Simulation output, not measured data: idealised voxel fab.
process module | voxel wiring stack
cross-section cut | 210 nm wide | cells 5 nm
A cross-section is a grid of square cells, given in bands from the top down. A band is one or more rows of cells.
Each band's line starts with the height of the band's top and of its bottom, in nm. Then come its materials from left to right, each with its width in nm. One material with "throughout" fills the band from edge to edge. "air" is empty space.
Height 0 is the level under which the wafer as received is all one material. The lowest band goes on downwards, as in "0 down".
A width such as "30 to 40" changes by the same amount from each row of cells to the next, from the band's top row to its bottom row.
"no change" after a step means that no cell of the cross-section changed.
closed voids: empty space of 8 cells or more with no open way to the top, each as width x height at its distance from the left edge, in nm
after a step's settings: what the simulator itself notes on the step
overlay nm, on a step with a mask: how far to the right of its planned place the mask lay; to the left if negative
plan
1 op RECEIVE | material Si
2 op CONFORMAL_DEP | material SiO2 | thk nm 15
3 op CONFORMAL_DEP | material SiCN | thk nm 5
4 op DIRECTIONAL_DEP | material SiO2 | thk nm 25
5 op PATTERN | tone open | mask id METAL_1 | material resist | width nm 20 | pitch nm 35 | thk nm 20 | overlay nm 0
6 op DIRECTIONAL_ETCH | etch materials SiO2 | depth nm 25
7 op DIRECTIONAL_ETCH | etch materials SiCN | depth nm 5
8 op STRIP | etch materials resist
9 op CONFORMAL_DEP | material TiN | thk nm 5
10 op FILL_DEP | material Cu | thk nm 5
11 op CMP | height nm 45
12 op CONFORMAL_DEP | material SiCN | thk nm 5
13 op DIRECTIONAL_DEP | material SiO2 | thk nm 30
14 op DIRECTIONAL_DEP | material aC | thk nm 10
15 op PATTERN | tone open | mask id METAL_2_HOLES | material resist | width nm 15 | pitch nm 35 | thk nm 25 | overlay nm 0
16 op DIRECTIONAL_ETCH | etch materials aC | depth nm 10
17 op STRIP | etch materials resist
18 op DIRECTIONAL_ETCH | etch materials SiO2 | depth nm 30
19 op STRIP | etch materials aC
20 op DIRECTIONAL_DEP | material aC | thk nm 15
21 op PATTERN | tone open | mask id METAL_2 | material resist | width nm 20 | pitch nm 35 | thk nm 30 | overlay nm 0
22 op DIRECTIONAL_ETCH | etch materials aC | depth nm 15
23 op STRIP | etch materials resist
24 op DIRECTIONAL_ETCH | etch materials SiO2 | depth nm 20
25 op DIRECTIONAL_ETCH | etch materials SiCN | depth nm 5
26 op STRIP | etch materials aC
27 op CONFORMAL_DEP | material TiN | thk nm 5
28 op FILL_DEP | material Cu | thk nm 10
29 op CMP | height nm 80
30 op CONFORMAL_DEP | material SiCN | thk nm 5
31 op DIRECTIONAL_DEP | material SiO2 | thk nm 30
32 op MASKED_ETCH | tone open | mask id METAL_3_HOLES | width nm 15 | pitch nm 70 | etch materials SiO2 | depth nm 30 | overlay nm 0
33 op DIRECTIONAL_DEP | material aC | thk nm 15
34 op PATTERN | tone open | mask id METAL_3 | material resist | width nm 20 | pitch nm 35 | thk nm 35 | overlay nm 0
35 op DIRECTIONAL_ETCH | etch materials aC | depth nm 15
36 op STRIP | etch materials resist
37 op DIRECTIONAL_ETCH | etch materials SiO2 | depth nm 20
38 op DIRECTIONAL_ETCH | etch materials SiCN | depth nm 5
39 op STRIP | etch materials aC
40 op CONFORMAL_DEP | material TiN | thk nm 5
41 op FILL_DEP | material Cu | thk nm 5
42 op CMP | height nm 115
43 op CONFORMAL_DEP | material SiCN | thk nm 5
first wafer, as planned
as received, after step 1
  0 down: Si throughout
  closed voids: none
after step 2
  15 to 0: SiO2 throughout
  below 0: unchanged
after step 3
  20 to 15: SiCN throughout
  below 15: unchanged
after step 4
  45 to 20: SiO2 throughout
  below 20: unchanged
after step 5
  65 to 45: resist 40 | air 20 | resist 15 | air 20 | resist 15 | air 20 | resist 15 | air 20 | resist 45
  below 45: unchanged
after step 6
  65 to 45: resist 40 | air 20 | resist 15 | air 20 | resist 15 | air 20 | resist 15 | air 20 | resist 45
  45 to 20: SiO2 40 | air 20 | SiO2 15 | air 20 | SiO2 15 | air 20 | SiO2 15 | air 20 | SiO2 45
  below 20: unchanged
after step 7
  65 to 45: resist 40 | air 20 | resist 15 | air 20 | resist 15 | air 20 | resist 15 | air 20 | resist 45
  45 to 20: SiO2 40 | air 20 | SiO2 15 | air 20 | SiO2 15 | air 20 | SiO2 15 | air 20 | SiO2 45
  20 to 15: SiCN 40 | air 20 | SiCN 15 | air 20 | SiCN 15 | air 20 | SiCN 15 | air 20 | SiCN 45
  below 15: unchanged
after step 8
  45 to 20: SiO2 40 | air 20 | SiO2 15 | air 20 | SiO2 15 | air 20 | SiO2 15 | air 20 | SiO2 45
  below 20: unchanged
after step 9
  50 to 45: TiN 45 | air 10 | TiN 25 | air 10 | TiN 25 | air 10 | TiN 25 | air 10 | TiN 50
  45 to 20: SiO2 40 | TiN 5 | air 10 | TiN 5 | SiO2 15 | TiN 5 | air 10 | TiN 5 | SiO2 15 | TiN 5 | air 10 | TiN 5 | SiO2 15 | TiN 5 | air 10 | TiN 5 | SiO2 45
  20 to 15: SiCN 40 | TiN 20 | SiCN 15 | TiN 20 | SiCN 15 | TiN 20 | SiCN 15 | TiN 20 | SiCN 45
  below 15: unchanged
after step 10
  55 to 50: Cu throughout
  50 to 45: TiN 45 | Cu 10 | TiN 25 | Cu 10 | TiN 25 | Cu 10 | TiN 25 | Cu 10 | TiN 50
  45 to 20: SiO2 40 | TiN 5 | Cu 10 | TiN 5 | SiO2 15 | TiN 5 | Cu 10 | TiN 5 | SiO2 15 | TiN 5 | Cu 10 | TiN 5 | SiO2 15 | TiN 5 | Cu 10 | TiN 5 | SiO2 45
  below 20: unchanged
after step 11
  45 to 20: SiO2 40 | TiN 5 | Cu 10 | TiN 5 | SiO2 15 | TiN 5 | Cu 10 | TiN 5 | SiO2 15 | TiN 5 | Cu 10 | TiN 5 | SiO2 15 | TiN 5 | Cu 10 | TiN 5 | SiO2 45
  below 20: unchanged
after step 12
  50 to 45: SiCN throughout
  below 45: unchanged
after step 13
  80 to 50: SiO2 throughout
  below 50: unchanged
after step 14
  90 to 80: aC throughout
  below 80: unchanged
after step 15
  115 to 90: resist 40 | air 15 | resist 20 | air 15 | resist 20 | air 15 | resist 20 | air 15 | resist 50
  below 90: unchanged
after step 16
  105 to 90: resist 40 | air 15 | resist 20 | air 15 | resist 20 | air 15 | resist 20 | air 15 | resist 50
  90 to 80: aC 40 | air 15 | aC 20 | air 15 | aC 20 | air 15 | aC 20 | air 15 | aC 50
  below 80: unchanged
after step 17
  90 to 80: aC 40 | air 15 | aC 20 | air 15 | aC 20 | air 15 | aC 20 | air 15 | aC 50
  below 80: unchanged
after step 18
  90 to 80: aC 40 | air 15 | aC 20 | air 15 | aC 20 | air 15 | aC 20 | air 15 | aC 50
  80 to 50: SiO2 40 | air 15 | SiO2 20 | air 15 | SiO2 20 | air 15 | SiO2 20 | air 15 | SiO2 50
  below 50: unchanged
after step 19
  80 to 50: SiO2 40 | air 15 | SiO2 20 | air 15 | SiO2 20 | air 15 | SiO2 20 | air 15 | SiO2 50
  below 50: unchanged
after step 20
  95 to 80: aC 40 | air 15 | aC 20 | air 15 | aC 20 | air 15 | aC 20 | air 15 | aC 50
  80 to 65: SiO2 40 | air 15 | SiO2 20 | air 15 | SiO2 20 | air 15 | SiO2 20 | air 15 | SiO2 50
  65 to 50: SiO2 40 | aC 15 | SiO2 20 | aC 15 | SiO2 20 | aC 15 | SiO2 20 | aC 15 | SiO2 50
  below 50: unchanged
after step 21
  125 to 95: resist 40 | air 20 | resist 15 | air 20 | resist 15 | air 20 | resist 15 | air 20 | resist 45
  below 95: unchanged
after step 22
  110 to 95: resist 40 | air 20 | resist 15 | air 20 | resist 15 | air 20 | resist 15 | air 20 | resist 45
  95 to 80: aC 40 | air 20 | aC 15 | air 20 | aC 15 | air 20 | aC 15 | air 20 | aC 45
  80 to 50: SiO2 40 | air 15 | SiO2 20 | air 15 | SiO2 20 | air 15 | SiO2 20 | air 15 | SiO2 50
  below 50: unchanged
after step 23
  95 to 80: aC 40 | air 20 | aC 15 | air 20 | aC 15 | air 20 | aC 15 | air 20 | aC 45
  below 80: unchanged
after step 24
  95 to 80: aC 40 | air 20 | aC 15 | air 20 | aC 15 | air 20 | aC 15 | air 20 | aC 45
  80 to 60: SiO2 40 | air 20 | SiO2 15 | air 20 | SiO2 15 | air 20 | SiO2 15 | air 20 | SiO2 45
  below 60: unchanged
after step 25
  95 to 80: aC 40 | air 20 | aC 15 | air 20 | aC 15 | air 20 | aC 15 | air 20 | aC 45
  80 to 60: SiO2 40 | air 20 | SiO2 15 | air 20 | SiO2 15 | air 20 | SiO2 15 | air 20 | SiO2 45
  60 to 50: SiO2 40 | air 15 | SiO2 20 | air 15 | SiO2 20 | air 15 | SiO2 20 | air 15 | SiO2 50
  50 to 45: SiCN 40 | air 15 | SiCN 20 | air 15 | SiCN 20 | air 15 | SiCN 20 | air 15 | SiCN 50
  below 45: unchanged
after step 26
  80 to 60: SiO2 40 | air 20 | SiO2 15 | air 20 | SiO2 15 | air 20 | SiO2 15 | air 20 | SiO2 45
  below 60: unchanged
after step 27
  85 to 80: TiN 45 | air 10 | TiN 25 | air 10 | TiN 25 | air 10 | TiN 25 | air 10 | TiN 50
  80 to 65: SiO2 40 | TiN 5 | air 10 | TiN 5 | SiO2 15 | TiN 5 | air 10 | TiN 5 | SiO2 15 | TiN 5 | air 10 | TiN 5 | SiO2 15 | TiN 5 | air 10 | TiN 5 | SiO2 45
  65 to 60: SiO2 40 | TiN 5 | air 5 | TiN 10 | SiO2 15 | TiN 5 | air 5 | TiN 10 | SiO2 15 | TiN 5 | air 5 | TiN 10 | SiO2 15 | TiN 5 | air 5 | TiN 10 | SiO2 45
  60 to 50: SiO2 40 | TiN 5 | air 5 | TiN 5 | SiO2 20 | TiN 5 | air 5 | TiN 5 | SiO2 20 | TiN 5 | air 5 | TiN 5 | SiO2 20 | TiN 5 | air 5 | TiN 5 | SiO2 50
  50 to 45: SiCN 40 | TiN 15 | SiCN 20 | TiN 15 | SiCN 20 | TiN 15 | SiCN 20 | TiN 15 | SiCN 50
  below 45: unchanged
after step 28
  95 to 85: Cu throughout
  85 to 80: TiN 45 | Cu 10 | TiN 25 | Cu 10 | TiN 25 | Cu 10 | TiN 25 | Cu 10 | TiN 50
  80 to 65: SiO2 40 | TiN 5 | Cu 10 | TiN 5 | SiO2 15 | TiN 5 | Cu 10 | TiN 5 | SiO2 15 | TiN 5 | Cu 10 | TiN 5 | SiO2 15 | TiN 5 | Cu 10 | TiN 5 | SiO2 45
  65 to 60: SiO2 40 | TiN 5 | Cu 5 | TiN 10 | SiO2 15 | TiN 5 | Cu 5 | TiN 10 | SiO2 15 | TiN 5 | Cu 5 | TiN 10 | SiO2 15 | TiN 5 | Cu 5 | TiN 10 | SiO2 45
  60 to 50: SiO2 40 | TiN 5 | Cu 5 | TiN 5 | SiO2 20 | TiN 5 | Cu 5 | TiN 5 | SiO2 20 | TiN 5 | Cu 5 | TiN 5 | SiO2 20 | TiN 5 | Cu 5 | TiN 5 | SiO2 50
  below 50: unchanged
after step 29
  80 to 65: SiO2 40 | TiN 5 | Cu 10 | TiN 5 | SiO2 15 | TiN 5 | Cu 10 | TiN 5 | SiO2 15 | TiN 5 | Cu 10 | TiN 5 | SiO2 15 | TiN 5 | Cu 10 | TiN 5 | SiO2 45
  below 65: unchanged
after step 30
  85 to 80: SiCN throughout
  below 80: unchanged
after step 31
  115 to 85: SiO2 throughout
  below 85: unchanged
after step 32
  115 to 85: SiO2 40 | air 15 | SiO2 55 | air 15 | SiO2 85
  below 85: unchanged
after step 33
  130 to 115: aC 40 | air 15 | aC 55 | air 15 | aC 85
  115 to 100: SiO2 40 | air 15 | SiO2 55 | air 15 | SiO2 85
  100 to 85: SiO2 40 | aC 15 | SiO2 55 | aC 15 | SiO2 85
  below 85: unchanged
after step 34
  165 to 130: resist 40 | air 20 | resist 15 | air 20 | resist 15 | air 20 | resist 15 | air 20 | resist 45
  below 130: unchanged
after step 35
  150 to 130: resist 40 | air 20 | resist 15 | air 20 | resist 15 | air 20 | resist 15 | air 20 | resist 45
  130 to 115: aC 40 | air 20 | aC 15 | air 20 | aC 15 | air 20 | aC 15 | air 20 | aC 45
  115 to 85: SiO2 40 | air 15 | SiO2 55 | air 15 | SiO2 85
  below 85: unchanged
after step 36
  130 to 115: aC 40 | air 20 | aC 15 | air 20 | aC 15 | air 20 | aC 15 | air 20 | aC 45
  below 115: unchanged
after step 37
  130 to 115: aC 40 | air 20 | aC 15 | air 20 | aC 15 | air 20 | aC 15 | air 20 | aC 45
  115 to 95: SiO2 40 | air 20 | SiO2 15 | air 20 | SiO2 15 | air 20 | SiO2 15 | air 20 | SiO2 45
  below 95: unchanged
after step 38
  130 to 115: aC 40 | air 20 | aC 15 | air 20 | aC 15 | air 20 | aC 15 | air 20 | aC 45
  115 to 95: SiO2 40 | air 20 | SiO2 15 | air 20 | SiO2 15 | air 20 | SiO2 15 | air 20 | SiO2 45
  95 to 85: SiO2 40 | air 15 | SiO2 55 | air 15 | SiO2 85
  85 to 80: SiCN 40 | air 15 | SiCN 55 | air 15 | SiCN 85
  below 80: unchanged
after step 39
  115 to 95: SiO2 40 | air 20 | SiO2 15 | air 20 | SiO2 15 | air 20 | SiO2 15 | air 20 | SiO2 45
  below 95: unchanged
after step 40
  120 to 115: TiN 45 | air 10 | TiN 25 | air 10 | TiN 25 | air 10 | TiN 25 | air 10 | TiN 50
  115 to 100: SiO2 40 | TiN 5 | air 10 | TiN 5 | SiO2 15 | TiN 5 | air 10 | TiN 5 | SiO2 15 | TiN 5 | air 10 | TiN 5 | SiO2 15 | TiN 5 | air 10 | TiN 5 | SiO2 45
  100 to 95: SiO2 40 | TiN 5 | air 5 | TiN 10 | SiO2 15 | TiN 20 | SiO2 15 | TiN 5 | air 5 | TiN 10 | SiO2 15 | TiN 20 | SiO2 45
  95 to 85: SiO2 40 | TiN 5 | air 5 | TiN 5 | SiO2 55 | TiN 5 | air 5 | TiN 5 | SiO2 85
  85 to 80: SiCN 40 | TiN 15 | SiCN 55 | TiN 15 | SiCN 85
  below 80: unchanged
after step 41
  125 to 120: Cu throughout
  120 to 115: TiN 45 | Cu 10 | TiN 25 | Cu 10 | TiN 25 | Cu 10 | TiN 25 | Cu 10 | TiN 50
  115 to 100: SiO2 40 | TiN 5 | Cu 10 | TiN 5 | SiO2 15 | TiN 5 | Cu 10 | TiN 5 | SiO2 15 | TiN 5 | Cu 10 | TiN 5 | SiO2 15 | TiN 5 | Cu 10 | TiN 5 | SiO2 45
  100 to 95: SiO2 40 | TiN 5 | Cu 5 | TiN 10 | SiO2 15 | TiN 20 | SiO2 15 | TiN 5 | Cu 5 | TiN 10 | SiO2 15 | TiN 20 | SiO2 45
  95 to 85: SiO2 40 | TiN 5 | Cu 5 | TiN 5 | SiO2 55 | TiN 5 | Cu 5 | TiN 5 | SiO2 85
  below 85: unchanged
after step 42
  115 to 100: SiO2 40 | TiN 5 | Cu 10 | TiN 5 | SiO2 15 | TiN 5 | Cu 10 | TiN 5 | SiO2 15 | TiN 5 | Cu 10 | TiN 5 | SiO2 15 | TiN 5 | Cu 10 | TiN 5 | SiO2 45
  below 100: unchanged
after step 43
  120 to 115: SiCN throughout
  below 115: unchanged
second wafer: like start, like plan, one mistake. Through step 1 it matches the first wafer
when step 2 should have ended
  15 to 0: TiN throughout
  below 0: unchanged
when step 3 should have ended
  20 to 15: SiCN throughout
  below 15: unchanged
when step 4 should have ended
  45 to 20: SiO2 throughout
  below 20: unchanged
when step 5 should have ended
  65 to 45: resist 40 | air 20 | resist 15 | air 20 | resist 15 | air 20 | resist 15 | air 20 | resist 45
  below 45: unchanged
when step 6 should have ended
  65 to 45: resist 40 | air 20 | resist 15 | air 20 | resist 15 | air 20 | resist 15 | air 20 | resist 45
  45 to 20: SiO2 40 | air 20 | SiO2 15 | air 20 | SiO2 15 | air 20 | SiO2 15 | air 20 | SiO2 45
  below 20: unchanged
when step 7 should have ended
  65 to 45: resist 40 | air 20 | resist 15 | air 20 | resist 15 | air 20 | resist 15 | air 20 | resist 45
  45 to 20: SiO2 40 | air 20 | SiO2 15 | air 20 | SiO2 15 | air 20 | SiO2 15 | air 20 | SiO2 45
  20 to 15: SiCN 40 | air 20 | SiCN 15 | air 20 | SiCN 15 | air 20 | SiCN 15 | air 20 | SiCN 45
  below 15: unchanged
when step 8 should have ended
  45 to 20: SiO2 40 | air 20 | SiO2 15 | air 20 | SiO2 15 | air 20 | SiO2 15 | air 20 | SiO2 45
  below 20: unchanged
when step 9 should have ended
  50 to 45: TiN 45 | air 10 | TiN 25 | air 10 | TiN 25 | air 10 | TiN 25 | air 10 | TiN 50
  45 to 20: SiO2 40 | TiN 5 | air 10 | TiN 5 | SiO2 15 | TiN 5 | air 10 | TiN 5 | SiO2 15 | TiN 5 | air 10 | TiN 5 | SiO2 15 | TiN 5 | air 10 | TiN 5 | SiO2 45
  20 to 15: SiCN 40 | TiN 20 | SiCN 15 | TiN 20 | SiCN 15 | TiN 20 | SiCN 15 | TiN 20 | SiCN 45
  below 15: unchanged
when step 10 should have ended
  55 to 50: Cu throughout
  50 to 45: TiN 45 | Cu 10 | TiN 25 | Cu 10 | TiN 25 | Cu 10 | TiN 25 | Cu 10 | TiN 50
  45 to 20: SiO2 40 | TiN 5 | Cu 10 | TiN 5 | SiO2 15 | TiN 5 | Cu 10 | TiN 5 | SiO2 15 | TiN 5 | Cu 10 | TiN 5 | SiO2 15 | TiN 5 | Cu 10 | TiN 5 | SiO2 45
  below 20: unchanged
when step 11 should have ended
  45 to 20: SiO2 40 | TiN 5 | Cu 10 | TiN 5 | SiO2 15 | TiN 5 | Cu 10 | TiN 5 | SiO2 15 | TiN 5 | Cu 10 | TiN 5 | SiO2 15 | TiN 5 | Cu 10 | TiN 5 | SiO2 45
  below 20: unchanged
when step 12 should have ended
  50 to 45: SiCN throughout
  below 45: unchanged
when step 13 should have ended
  80 to 50: SiO2 throughout
  below 50: unchanged
when step 14 should have ended
  90 to 80: aC throughout
  below 80: unchanged
when step 15 should have ended
  115 to 90: resist 40 | air 15 | resist 20 | air 15 | resist 20 | air 15 | resist 20 | air 15 | resist 50
  below 90: unchanged
when step 16 should have ended
  105 to 90: resist 40 | air 15 | resist 20 | air 15 | resist 20 | air 15 | resist 20 | air 15 | resist 50
  90 to 80: aC 40 | air 15 | aC 20 | air 15 | aC 20 | air 15 | aC 20 | air 15 | aC 50
  below 80: unchanged
when step 17 should have ended
  90 to 80: aC 40 | air 15 | aC 20 | air 15 | aC 20 | air 15 | aC 20 | air 15 | aC 50
  below 80: unchanged
when step 18 should have ended
  90 to 80: aC 40 | air 15 | aC 20 | air 15 | aC 20 | air 15 | aC 20 | air 15 | aC 50
  80 to 50: SiO2 40 | air 15 | SiO2 20 | air 15 | SiO2 20 | air 15 | SiO2 20 | air 15 | SiO2 50
  below 50: unchanged
when step 19 should have ended
  80 to 50: SiO2 40 | air 15 | SiO2 20 | air 15 | SiO2 20 | air 15 | SiO2 20 | air 15 | SiO2 50
  below 50: unchanged
when step 20 should have ended
  95 to 80: aC 40 | air 15 | aC 20 | air 15 | aC 20 | air 15 | aC 20 | air 15 | aC 50
  80 to 65: SiO2 40 | air 15 | SiO2 20 | air 15 | SiO2 20 | air 15 | SiO2 20 | air 15 | SiO2 50
  65 to 50: SiO2 40 | aC 15 | SiO2 20 | aC 15 | SiO2 20 | aC 15 | SiO2 20 | aC 15 | SiO2 50
  below 50: unchanged
when step 21 should have ended
  125 to 95: resist 40 | air 20 | resist 15 | air 20 | resist 15 | air 20 | resist 15 | air 20 | resist 45
  below 95: unchanged
when step 22 should have ended
  110 to 95: resist 40 | air 20 | resist 15 | air 20 | resist 15 | air 20 | resist 15 | air 20 | resist 45
  95 to 80: aC 40 | air 20 | aC 15 | air 20 | aC 15 | air 20 | aC 15 | air 20 | aC 45
  80 to 50: SiO2 40 | air 15 | SiO2 20 | air 15 | SiO2 20 | air 15 | SiO2 20 | air 15 | SiO2 50
  below 50: unchanged
when step 23 should have ended
  95 to 80: aC 40 | air 20 | aC 15 | air 20 | aC 15 | air 20 | aC 15 | air 20 | aC 45
  below 80: unchanged
when step 24 should have ended
  95 to 80: aC 40 | air 20 | aC 15 | air 20 | aC 15 | air 20 | aC 15 | air 20 | aC 45
  80 to 60: SiO2 40 | air 20 | SiO2 15 | air 20 | SiO2 15 | air 20 | SiO2 15 | air 20 | SiO2 45
  below 60: unchanged
when step 25 should have ended
  95 to 80: aC 40 | air 20 | aC 15 | air 20 | aC 15 | air 20 | aC 15 | air 20 | aC 45
  80 to 60: SiO2 40 | air 20 | SiO2 15 | air 20 | SiO2 15 | air 20 | SiO2 15 | air 20 | SiO2 45
  60 to 50: SiO2 40 | air 15 | SiO2 20 | air 15 | SiO2 20 | air 15 | SiO2 20 | air 15 | SiO2 50
  50 to 45: SiCN 40 | air 15 | SiCN 20 | air 15 | SiCN 20 | air 15 | SiCN 20 | air 15 | SiCN 50
  below 45: unchanged
when step 26 should have ended
  80 to 60: SiO2 40 | air 20 | SiO2 15 | air 20 | SiO2 15 | air 20 | SiO2 15 | air 20 | SiO2 45
  below 60: unchanged
when step 27 should have ended
  85 to 80: TiN 45 | air 10 | TiN 25 | air 10 | TiN 25 | air 10 | TiN 25 | air 10 | TiN 50
  80 to 65: SiO2 40 | TiN 5 | air 10 | TiN 5 | SiO2 15 | TiN 5 | air 10 | TiN 5 | SiO2 15 | TiN 5 | air 10 | TiN 5 | SiO2 15 | TiN 5 | air 10 | TiN 5 | SiO2 45
  65 to 60: SiO2 40 | TiN 5 | air 5 | TiN 10 | SiO2 15 | TiN 5 | air 5 | TiN 10 | SiO2 15 | TiN 5 | air 5 | TiN 10 | SiO2 15 | TiN 5 | air 5 | TiN 10 | SiO2 45
  60 to 50: SiO2 40 | TiN 5 | air 5 | TiN 5 | SiO2 20 | TiN 5 | air 5 | TiN 5 | SiO2 20 | TiN 5 | air 5 | TiN 5 | SiO2 20 | TiN 5 | air 5 | TiN 5 | SiO2 50
  50 to 45: SiCN 40 | TiN 15 | SiCN 20 | TiN 15 | SiCN 20 | TiN 15 | SiCN 20 | TiN 15 | SiCN 50
  below 45: unchanged
when step 28 should have ended
  95 to 85: Cu throughout
  85 to 80: TiN 45 | Cu 10 | TiN 25 | Cu 10 | TiN 25 | Cu 10 | TiN 25 | Cu 10 | TiN 50
  80 to 65: SiO2 40 | TiN 5 | Cu 10 | TiN 5 | SiO2 15 | TiN 5 | Cu 10 | TiN 5 | SiO2 15 | TiN 5 | Cu 10 | TiN 5 | SiO2 15 | TiN 5 | Cu 10 | TiN 5 | SiO2 45
  65 to 60: SiO2 40 | TiN 5 | Cu 5 | TiN 10 | SiO2 15 | TiN 5 | Cu 5 | TiN 10 | SiO2 15 | TiN 5 | Cu 5 | TiN 10 | SiO2 15 | TiN 5 | Cu 5 | TiN 10 | SiO2 45
  60 to 50: SiO2 40 | TiN 5 | Cu 5 | TiN 5 | SiO2 20 | TiN 5 | Cu 5 | TiN 5 | SiO2 20 | TiN 5 | Cu 5 | TiN 5 | SiO2 20 | TiN 5 | Cu 5 | TiN 5 | SiO2 50
  below 50: unchanged
when step 29 should have ended
  80 to 65: SiO2 40 | TiN 5 | Cu 10 | TiN 5 | SiO2 15 | TiN 5 | Cu 10 | TiN 5 | SiO2 15 | TiN 5 | Cu 10 | TiN 5 | SiO2 15 | TiN 5 | Cu 10 | TiN 5 | SiO2 45
  below 65: unchanged
when step 30 should have ended
  85 to 80: SiCN throughout
  below 80: unchanged
when step 31 should have ended
  115 to 85: SiO2 throughout
  below 85: unchanged
when step 32 should have ended
  115 to 85: SiO2 40 | air 15 | SiO2 55 | air 15 | SiO2 85
  below 85: unchanged
when step 33 should have ended
  130 to 115: aC 40 | air 15 | aC 55 | air 15 | aC 85
  115 to 100: SiO2 40 | air 15 | SiO2 55 | air 15 | SiO2 85
  100 to 85: SiO2 40 | aC 15 | SiO2 55 | aC 15 | SiO2 85
  below 85: unchanged
when step 34 should have ended
  165 to 130: resist 40 | air 20 | resist 15 | air 20 | resist 15 | air 20 | resist 15 | air 20 | resist 45
  below 130: unchanged
when step 35 should have ended
  150 to 130: resist 40 | air 20 | resist 15 | air 20 | resist 15 | air 20 | resist 15 | air 20 | resist 45
  130 to 115: aC 40 | air 20 | aC 15 | air 20 | aC 15 | air 20 | aC 15 | air 20 | aC 45
  115 to 85: SiO2 40 | air 15 | SiO2 55 | air 15 | SiO2 85
  below 85: unchanged
when step 36 should have ended
  130 to 115: aC 40 | air 20 | aC 15 | air 20 | aC 15 | air 20 | aC 15 | air 20 | aC 45
  below 115: unchanged
when step 37 should have ended
  130 to 115: aC 40 | air 20 | aC 15 | air 20 | aC 15 | air 20 | aC 15 | air 20 | aC 45
  115 to 95: SiO2 40 | air 20 | SiO2 15 | air 20 | SiO2 15 | air 20 | SiO2 15 | air 20 | SiO2 45
  below 95: unchanged
when step 38 should have ended
  130 to 115: aC 40 | air 20 | aC 15 | air 20 | aC 15 | air 20 | aC 15 | air 20 | aC 45
  115 to 95: SiO2 40 | air 20 | SiO2 15 | air 20 | SiO2 15 | air 20 | SiO2 15 | air 20 | SiO2 45
  95 to 85: SiO2 40 | air 15 | SiO2 55 | air 15 | SiO2 85
  85 to 80: SiCN 40 | air 15 | SiCN 55 | air 15 | SiCN 85
  below 80: unchanged
when step 39 should have ended
  115 to 95: SiO2 40 | air 20 | SiO2 15 | air 20 | SiO2 15 | air 20 | SiO2 15 | air 20 | SiO2 45
  below 95: unchanged
when step 40 should have ended
  120 to 115: TiN 45 | air 10 | TiN 25 | air 10 | TiN 25 | air 10 | TiN 25 | air 10 | TiN 50
  115 to 100: SiO2 40 | TiN 5 | air 10 | TiN 5 | SiO2 15 | TiN 5 | air 10 | TiN 5 | SiO2 15 | TiN 5 | air 10 | TiN 5 | SiO2 15 | TiN 5 | air 10 | TiN 5 | SiO2 45
  100 to 95: SiO2 40 | TiN 5 | air 5 | TiN 10 | SiO2 15 | TiN 20 | SiO2 15 | TiN 5 | air 5 | TiN 10 | SiO2 15 | TiN 20 | SiO2 45
  95 to 85: SiO2 40 | TiN 5 | air 5 | TiN 5 | SiO2 55 | TiN 5 | air 5 | TiN 5 | SiO2 85
  85 to 80: SiCN 40 | TiN 15 | SiCN 55 | TiN 15 | SiCN 85
  below 80: unchanged
when step 41 should have ended
  125 to 120: Cu throughout
  120 to 115: TiN 45 | Cu 10 | TiN 25 | Cu 10 | TiN 25 | Cu 10 | TiN 25 | Cu 10 | TiN 50
  115 to 100: SiO2 40 | TiN 5 | Cu 10 | TiN 5 | SiO2 15 | TiN 5 | Cu 10 | TiN 5 | SiO2 15 | TiN 5 | Cu 10 | TiN 5 | SiO2 15 | TiN 5 | Cu 10 | TiN 5 | SiO2 45
  100 to 95: SiO2 40 | TiN 5 | Cu 5 | TiN 10 | SiO2 15 | TiN 20 | SiO2 15 | TiN 5 | Cu 5 | TiN 10 | SiO2 15 | TiN 20 | SiO2 45
  95 to 85: SiO2 40 | TiN 5 | Cu 5 | TiN 5 | SiO2 55 | TiN 5 | Cu 5 | TiN 5 | SiO2 85
  below 85: unchanged
when step 42 should have ended
  115 to 100: SiO2 40 | TiN 5 | Cu 10 | TiN 5 | SiO2 15 | TiN 5 | Cu 10 | TiN 5 | SiO2 15 | TiN 5 | Cu 10 | TiN 5 | SiO2 15 | TiN 5 | Cu 10 | TiN 5 | SiO2 45
  below 100: unchanged
when step 43 should have ended
  120 to 115: SiCN throughout
  below 115: unchanged
what went wrong: step 2 ran as: op CONFORMAL_DEP | material TiN | thk nm 15
at the end the second wafer has, in cells: 126 fewer of SiO2 | 126 more of TiN
